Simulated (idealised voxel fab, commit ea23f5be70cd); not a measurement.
Process module name: voxel air gaps
Shown is cross-section cut, with a width of 280 nm and square cells of size 5 nm.
Cross-section spec: square-cell grid; bands listed top down; each band is one or more rows. Within each band entry, the heights of the top and of the bottom of the band appear first, in that order and in nm; the materials of the band then follow from left to right, each with its corresponding width in nm. The designation "edge to edge" on a single material indicates that it fills the band from edge to edge; the designation "empty" indicates empty space. The reference from which all heights are counted is 0, the level beneath which the as-received wafer is entirely one material; the lowest band, having no lower bound, proceeds downward and is written after the example "top 0, no bottom". Graded width ("30->40"): value in top row of band = first number; value in bottom row = second number; row-to-row change constant. Reading "everything unchanged" for a step: not a cell of the cross-section changed in it. Closed-off voids of 8+ cells (no open route to the top) go in "Closed void register", written width x height at distance from the left edge, in nm. Read whatever lies past the settings on a step's line as the simulator's own remark about the step. When a step includes a mask, the "overlay nm" setting on its line states how far to the right of its planned place that mask lay, and negative values state how far to the left.

The process steps that were planned are listed below:
- 1: RECEIVE (material Si)
- 2: CONFORMAL_DEP (material SiO2; thk nm 10)
- 3: CONFORMAL_DEP (material SiCN; thk nm 5)
- 4: DIRECTIONAL_DEP (material lowk; thk nm 35)
- 5: MASKED_ETCH (tone open; mask id LINES; width nm 15; pitch nm 40; etch materials lowk; depth nm 35; overlay nm 0)
- 6: CONFORMAL_DEP (material TiN; thk nm 5)
- 7: FILL_DEP (material W; thk nm 10)
- 8: CMP (height nm 50)
- 9: EPI (material Ru; thk nm 10)
- 10: SELECTIVE_ETCH (etch materials lowk; depth nm 45)
- 11: CONFORMAL_DEP (material SiCN; thk nm 5)

The first wafer of two, processed as planned:

Cross-section: wafer on arrival = after step 1:
> top 0, no bottom  Si edge to edge
> Closed void register: none

After step 2: wafer cross-section:
> top 10, bottom 0  SiO2 edge to edge
> Below a height of 0, the structure has not been altered.

After step 3: wafer cross-section:
> top 15, bottom 10  SiCN edge to edge
> Below a height of 10, the structure has not been altered.

After step 4: wafer cross-section:
> top 50, bottom 15  lowk edge to edge
> Below a height of 15, the structure has not been altered.

After step 5: wafer cross-section:
> top 50, bottom 15  lowk (70) / empty (15) / lowk (25) / empty (15) / lowk (25) / empty (15) / lowk (25) / empty (15) / lowk (75)
> Below a height of 15, the structure has not been altered.

After step 6: wafer cross-section:
> top 55, bottom 50  TiN (75) / empty (5) / TiN (35) / empty (5) / TiN (35) / empty (5) / TiN (35) / empty (5) / TiN (80)
> top 50, bottom 20  lowk (70) / TiN (5) / empty (5) / TiN (5) / lowk (25) / TiN (5) / empty (5) / TiN (5) / lowk (25) / TiN (5) / empty (5) / TiN (5) / lowk (25) / TiN (5) / empty (5) / TiN (5) / lowk (75)
> top 20, bottom 15  lowk (70) / TiN (15) / lowk (25) / TiN (15) / lowk (25) / TiN (15) / lowk (25) / TiN (15) / lowk (75)
> Below a height of 15, the structure has not been altered.

After step 7: wafer cross-section:
> top 65, bottom 55  W edge to edge
> top 55, bottom 50  TiN (75) / W (5) / TiN (35) / W (5) / TiN (35) / W (5) / TiN (35) / W (5) / TiN (80)
> top 50, bottom 20  lowk (70) / TiN (5) / W (5) / TiN (5) / lowk (25) / TiN (5) / W (5) / TiN (5) / lowk (25) / TiN (5) / W (5) / TiN (5) / lowk (25) / TiN (5) / W (5) / TiN (5) / lowk (75)
> Below a height of 20, the structure has not been altered.

After step 8: wafer cross-section:
> top 50, bottom 20  lowk (70) / TiN (5) / W (5) / TiN (5) / lowk (25) / TiN (5) / W (5) / TiN (5) / lowk (25) / TiN (5) / W (5) / TiN (5) / lowk (25) / TiN (5) / W (5) / TiN (5) / lowk (75)
> Below a height of 20, the structure has not been altered.

After step 9: wafer cross-section:
> top 60, bottom 50  empty (60) / Ru (35) / empty (5) / Ru (35) / empty (5) / Ru (35) / empty (5) / Ru (35) / empty (65)
> Below a height of 50, the structure has not been altered.

After step 10: wafer cross-section:
> top 60, bottom 50  empty (60) / Ru (35) / empty (5) / Ru (35) / empty (5) / Ru (35) / empty (5) / Ru (35) / empty (65)
> top 50, bottom 20  empty (70) / TiN (5) / W (5) / TiN (5) / empty (25) / TiN (5) / W (5) / TiN (5) / empty (25) / TiN (5) / W (5) / TiN (5) / empty (25) / TiN (5) / W (5) / TiN (5) / empty (75)
> top 20, bottom 15  empty (70) / TiN (15) / empty (25) / TiN (15) / empty (25) / TiN (15) / empty (25) / TiN (15) / empty (75)
> Below a height of 15, the structure has not been altered.

After step 11: wafer cross-section:
> top 65, bottom 60  empty (55) / SiCN (165) / empty (60)
> top 60, bottom 50  empty (55) / SiCN (5) / Ru (35) / SiCN (5) / Ru (35) / SiCN (5) / Ru (35) / SiCN (5) / Ru (35) / SiCN (5) / empty (60)
> top 50, bottom 45  empty (55) / SiCN (15) / TiN (5) / W (5) / TiN (5) / SiCN (25) / TiN (5) / W (5) / TiN (5) / SiCN (25) / TiN (5) / W (5) / TiN (5) / SiCN (25) / TiN (5) / W (5) / TiN (5) / SiCN (15) / empty (60)
> top 45, bottom 20  empty (65) / SiCN (5) / TiN (5) / W (5) / TiN (5) / SiCN (5) / empty (15) / SiCN (5) / TiN (5) / W (5) / TiN (5) / SiCN (5) / empty (15) / SiCN (5) / TiN (5) / W (5) / TiN (5) / SiCN (5) / empty (15) / SiCN (5) / TiN (5) / W (5) / TiN (5) / SiCN (5) / empty (70)
> top 20, bottom 15  SiCN (70) / TiN (15) / SiCN (25) / TiN (15) / SiCN (25) / TiN (15) / SiCN (25) / TiN (15) / SiCN (75)
> Below a height of 15, the structure has not been altered.
> Closed void register: 15 x 25 at 90; 15 x 25 at 130; 15 x 25 at 170

What follows concerns the second wafer, which started out like the first and was meant to follow the very same plan; one mistake crept in when it was run, but everything up to and including step 8 is the same as for the first wafer:

Second wafer at the planned finish of step 9, seen in cross-section:
> top 70, bottom 50  empty (50) / Ru (175) / empty (55)
> Below a height of 50, the structure has not been altered.

Second wafer at the planned finish of step 10, seen in cross-section:
> top 70, bottom 50  empty (50) / Ru (175) / empty (55)
> top 50, bottom 20  empty (70) / TiN (5) / W (5) / TiN (5) / lowk (25) / TiN (5) / W (5) / TiN (5) / lowk (25) / TiN (5) / W (5) / TiN (5) / lowk (25) / TiN (5) / W (5) / TiN (5) / empty (75)
> top 20, bottom 15  empty (70) / TiN (15) / lowk (25) / TiN (15) / lowk (25) / TiN (15) / lowk (25) / TiN (15) / empty (75)
> Below a height of 15, the structure has not been altered.

Second wafer at the planned finish of step 11, seen in cross-section:
> top 75, bottom 70  empty (45) / SiCN (185) / empty (50)
> top 70, bottom 50  empty (45) / SiCN (5) / Ru (175) / SiCN (5) / empty (50)
> top 50, bottom 45  empty (45) / SiCN (25) / TiN (5) / W (5) / TiN (5) / lowk (25) / TiN (5) / W (5) / TiN (5) / lowk (25) / TiN (5) / W (5) / TiN (5) / lowk (25) / TiN (5) / W (5) / TiN (5) / SiCN (25) / empty (50)
> top 45, bottom 20  empty (65) / SiCN (5) / TiN (5) / W (5) / TiN (5) / lowk (25) / TiN (5) / W (5) / TiN (5) / lowk (25) / TiN (5) / W (5) / TiN (5) / lowk (25) / TiN (5) / W (5) / TiN (5) / SiCN (5) / empty (70)
> top 20, bottom 15  SiCN (70) / TiN (15) / lowk (25) / TiN (15) / lowk (25) / TiN (15) / lowk (25) / TiN (15) / SiCN (75)
> Below a height of 15, the structure has not been altered.
Error vs. plan: plan step 9 was conducted twice
Once processing is complete, comparing cell counts shows that the second wafer has more or fewer of certain materials than the first: 84 more of Ru; 54 fewer of SiCN; 105 more of lowk
Final count of closed voids per wafer: 3 in the first, 0 in the second.
